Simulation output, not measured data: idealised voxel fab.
process module | voxel fin reveal
cross-section cut | 235 nm wide | cells 5 nm
A cross-section is a grid of square cells, given in bands from the top down. A band is one or more rows of cells.
Each band's line starts with the height of the band's top and of its bottom, in nm. Then come its materials from left to right, each with its width in nm. One material with "throughout" fills the band from edge to edge. "air" is empty space.
Height 0 is the level under which the wafer as received is all one material. The lowest band goes on downwards, as in "0 down".
A width such as "30 to 40" changes by the same amount from each row of cells to the next, from the band's top row to its bottom row.
"no change" after a step means that no cell of the cross-section changed.
closed voids: empty space of 8 cells or more with no open way to the top, each as width x height at its distance from the left edge, in nm
after a step's settings: what the simulator itself notes on the step
overlay nm, on a step with a mask: how far to the right of its planned place the mask lay; to the left if negative
plan
1 op RECEIVE | material Si
2 op CONFORMAL_DEP | material SiN | thk nm 5
3 op DIRECTIONAL_DEP | material aC | thk nm 15
4 op PATTERN | tone cover | mask id FINS | material resist | width nm 15 | pitch nm 45 | thk nm 30 | overlay nm 0
5 op DIRECTIONAL_ETCH | etch materials aC | depth nm 15
6 op STRIP | etch materials resist
7 op DIRECTIONAL_ETCH | etch materials SiN | depth nm 5
8 op DIRECTIONAL_ETCH | etch materials Si | depth nm 40
9 op STRIP | etch materials aC
10 op FILL_DEP | material SiO2 | thk nm 10
11 op CMP | height nm 5
12 op SELECTIVE_ETCH | etch materials SiO2 | depth nm 35
13 op STRIP | etch materials SiN
as received, after step 1
  0 down: Si throughout
  closed voids: none
a wafer at the end: this start, this plan, one mistake
  0 to -30: Si 40 | air 15 | Si 30 | air 15 | Si 30 | air 15 | Si 30 | air 15 | Si 45
  -30 to -40: Si 40 | SiO2 15 | Si 30 | SiO2 15 | Si 30 | SiO2 15 | Si 30 | SiO2 15 | Si 45
  -40 down: Si throughout
  closed voids: none
what went wrong: step 4 ran as: op PATTERN | tone open | mask id FINS | material resist | width nm 15 | pitch nm 45 | thk nm 30 | overlay nm 0
